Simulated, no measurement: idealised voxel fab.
voxel self aligned vias: a process module
Section cut is 210 nm wide and gridded with 5 nm square cells.
This document writes a cross-section as a grid whose cells are square, and gives it as bands, listed from the top down; one or more rows of cells form a band. Band: top height; bottom height; in nm. Then, left to right: material with width in nm, for each material. "edge to edge": a single material spanning edge to edge. "empty": empty space. Zero point of the height axis is 0; under it, received wafer = one material. Lowest band: continues down indefinitely, "from 0 down". Width "30->40": first value at the band's top row of cells, second value at its bottom row, equal change from row to row. When a step is marked "same as before", none of the cells in the cross-section changed during that step. Under "Closed void register" you'll find the enclosed gaps, the ones with no way out to the top, that are 8 cells or bigger; each reads width x height at distance, with distance counted from the left edge, everything in nm. Whatever follows a step's settings on its line is a remark the simulator itself makes about that step. You can add "overlay nm" to a step's line. For a step with a mask, it describes how far the mask lay to the right of its planned position, and a negative number describes a lay to the left.

**Listed below are the process steps as planned**
| 1 | RECEIVE | material Si |
| 2 | CONFORMAL_DEP | material SiO2 | thk nm 10 |
| 3 | CONFORMAL_DEP | material SiCN | thk nm 5 |
| 4 | DIRECTIONAL_DEP | material lowk | thk nm 25 |
| 5 | PATTERN | tone open | mask id LINES | material resist | width nm 25 | pitch nm 55 | thk nm 15 | overlay nm 0 |
| 6 | DIRECTIONAL_ETCH | etch materials lowk | depth nm 25 |
| 7 | STRIP | etch materials resist |
| 8 | CONFORMAL_DEP | material TiN | thk nm 5 |
| 9 | FILL_DEP | material Ru | thk nm 5 |
| 10 | CMP | height nm 40 |
| 11 | SELECTIVE_ETCH | etch materials W Ru TiN | depth nm 10 |
| 12 | FILL_DEP | material SiN | thk nm 5 |
| 13 | CMP | height nm 40 |
| 14 | DIRECTIONAL_DEP | material lowk | thk nm 20 |
| 15 | MASKED_ETCH | tone open | mask id VIAS | width nm 35 | pitch nm 55 | etch materials lowk | depth nm 20 | overlay nm 0 |
| 16 | MASKED_ETCH | tone open | mask id VIAS | width nm 35 | pitch nm 55 | etch materials SiN | depth nm 10 | overlay nm 0 |
| 17 | CONFORMAL_DEP | material TiN | thk nm 5 |
| 18 | FILL_DEP | material Ru | thk nm 5 |
| 19 | CMP | height nm 60 |
| 20 | CONFORMAL_DEP | material SiN | thk nm 5 |

**First wafer of two (run as planned)**

**So this is the incoming wafer in cross-section - it's already been through step 1**
> from 0 down  Si edge to edge
> Closed void register: none

**State of the wafer after step 2, shown in cross-section**
> from 10 to 0  SiO2 edge to edge
> No changes below 0.

**State of the wafer after step 3, shown in cross-section**
> from 15 to 10  SiCN edge to edge
> No changes below 10.

**State of the wafer after step 4, shown in cross-section**
> from 40 to 15  lowk edge to edge
> No changes below 15.

**State of the wafer after step 5, shown in cross-section**
> from 55 to 40  35 of resist; 25 of empty; 30 of resist; 25 of empty; 30 of resist; 25 of empty; 40 of resist
> No changes below 40.

**State of the wafer after step 6, shown in cross-section**
> from 55 to 40  35 of resist; 25 of empty; 30 of resist; 25 of empty; 30 of resist; 25 of empty; 40 of resist
> from 40 to 15  35 of lowk; 25 of empty; 30 of lowk; 25 of empty; 30 of lowk; 25 of empty; 40 of lowk
> No changes below 15.

**State of the wafer after step 7, shown in cross-section**
> from 40 to 15  35 of lowk; 25 of empty; 30 of lowk; 25 of empty; 30 of lowk; 25 of empty; 40 of lowk
> No changes below 15.

**State of the wafer after step 8, shown in cross-section**
> from 45 to 40  40 of TiN; 15 of empty; 40 of TiN; 15 of empty; 40 of TiN; 15 of empty; 45 of TiN
> from 40 to 20  35 of lowk; 5 of TiN; 15 of empty; 5 of TiN; 30 of lowk; 5 of TiN; 15 of empty; 5 of TiN; 30 of lowk; 5 of TiN; 15 of empty; 5 of TiN; 40 of lowk
> from 20 to 15  35 of lowk; 25 of TiN; 30 of lowk; 25 of TiN; 30 of lowk; 25 of TiN; 40 of lowk
> No changes below 15.

**State of the wafer after step 9, shown in cross-section**
> from 50 to 45  Ru edge to edge
> from 45 to 40  40 of TiN; 15 of Ru; 40 of TiN; 15 of Ru; 40 of TiN; 15 of Ru; 45 of TiN
> from 40 to 20  35 of lowk; 5 of TiN; 15 of Ru; 5 of TiN; 30 of lowk; 5 of TiN; 15 of Ru; 5 of TiN; 30 of lowk; 5 of TiN; 15 of Ru; 5 of TiN; 40 of lowk
> No changes below 20.

**State of the wafer after step 10, shown in cross-section**
> from 40 to 20  35 of lowk; 5 of TiN; 15 of Ru; 5 of TiN; 30 of lowk; 5 of TiN; 15 of Ru; 5 of TiN; 30 of lowk; 5 of TiN; 15 of Ru; 5 of TiN; 40 of lowk
> No changes below 20.

**State of the wafer after step 11, shown in cross-section**
> from 40 to 30  35 of lowk; 25 of empty; 30 of lowk; 25 of empty; 30 of lowk; 25 of empty; 40 of lowk
> No changes below 30.

**State of the wafer after step 12, shown in cross-section**
> from 45 to 40  SiN edge to edge
> from 40 to 30  35 of lowk; 25 of SiN; 30 of lowk; 25 of SiN; 30 of lowk; 25 of SiN; 40 of lowk
> No changes below 30.

**State of the wafer after step 13, shown in cross-section**
> from 40 to 30  35 of lowk; 25 of SiN; 30 of lowk; 25 of SiN; 30 of lowk; 25 of SiN; 40 of lowk
> No changes below 30.

**State of the wafer after step 14, shown in cross-section**
> from 60 to 40  lowk edge to edge
> No changes below 40.

**State of the wafer after step 15, shown in cross-section**
> from 60 to 40  30 of lowk; 35 of empty; 20 of lowk; 35 of empty; 20 of lowk; 35 of empty; 35 of lowk
> No changes below 40.

**State of the wafer after step 16, shown in cross-section**
> from 60 to 40  30 of lowk; 35 of empty; 20 of lowk; 35 of empty; 20 of lowk; 35 of empty; 35 of lowk
> from 40 to 30  35 of lowk; 25 of empty; 30 of lowk; 25 of empty; 30 of lowk; 25 of empty; 40 of lowk
> No changes below 30.

**State of the wafer after step 17, shown in cross-section**
> from 65 to 60  35 of TiN; 25 of empty; 30 of TiN; 25 of empty; 30 of TiN; 25 of empty; 40 of TiN
> from 60 to 45  30 of lowk; 5 of TiN; 25 of empty; 5 of TiN; 20 of lowk; 5 of TiN; 25 of empty; 5 of TiN; 20 of lowk; 5 of TiN; 25 of empty; 5 of TiN; 35 of lowk
> from 45 to 35  30->35 of lowk; 10->5 of TiN; 15 of empty; 10->5 of TiN; 20->30 of lowk; 10->5 of TiN; 15 of empty; 10->5 of TiN; 20->30 of lowk; 10->5 of TiN; 15 of empty; 10->5 of TiN; 35->40 of lowk
> from 35 to 30  35 of lowk; 25 of TiN; 30 of lowk; 25 of TiN; 30 of lowk; 25 of TiN; 40 of lowk
> No changes below 30.

**State of the wafer after step 18, shown in cross-section**
> from 70 to 65  Ru edge to edge
> from 65 to 60  35 of TiN; 25 of Ru; 30 of TiN; 25 of Ru; 30 of TiN; 25 of Ru; 40 of TiN
> from 60 to 45  30 of lowk; 5 of TiN; 25 of Ru; 5 of TiN; 20 of lowk; 5 of TiN; 25 of Ru; 5 of TiN; 20 of lowk; 5 of TiN; 25 of Ru; 5 of TiN; 35 of lowk
> from 45 to 35  30->35 of lowk; 10->5 of TiN; 15 of Ru; 10->5 of TiN; 20->30 of lowk; 10->5 of TiN; 15 of Ru; 10->5 of TiN; 20->30 of lowk; 10->5 of TiN; 15 of Ru; 10->5 of TiN; 35->40 of lowk
> No changes below 35.

**State of the wafer after step 19, shown in cross-section**
> from 60 to 45  30 of lowk; 5 of TiN; 25 of Ru; 5 of TiN; 20 of lowk; 5 of TiN; 25 of Ru; 5 of TiN; 20 of lowk; 5 of TiN; 25 of Ru; 5 of TiN; 35 of lowk
> No changes below 45.

**State of the wafer after step 20, shown in cross-section**
> from 65 to 60  SiN edge to edge
> No changes below 60.

**Here the second wafer is described. Its start and its plan were those of the first wafer. Its run contained one mistake. Up to and including step 17, it did exactly what the first wafer did**

**Second wafer, section view, time point: scheduled end of step 18**
> from 70 to 60  TiN edge to edge
> from 60 to 40  30 of lowk; 35 of TiN; 20 of lowk; 35 of TiN; 20 of lowk; 35 of TiN; 35 of lowk
> from 40 to 30  35 of lowk; 25 of TiN; 30 of lowk; 25 of TiN; 30 of lowk; 25 of TiN; 40 of lowk
> No changes below 30.

**Second wafer, section view, time point: scheduled end of step 19**
> from 60 to 40  30 of lowk; 35 of TiN; 20 of lowk; 35 of TiN; 20 of lowk; 35 of TiN; 35 of lowk
> No changes below 40.

**Second wafer, section view, time point: scheduled end of step 20**
> from 65 to 60  SiN edge to edge
> No changes below 60.
Heads up, the wafer didn't run the way we planned it: step 18 was run on a setting that differed from the plan, and what really ran there is FILL_DEP | material TiN | thk nm 5
Final tally in cells, some materials are higher or lower on the second wafer than on the first: -63 Ru; +63 TiN
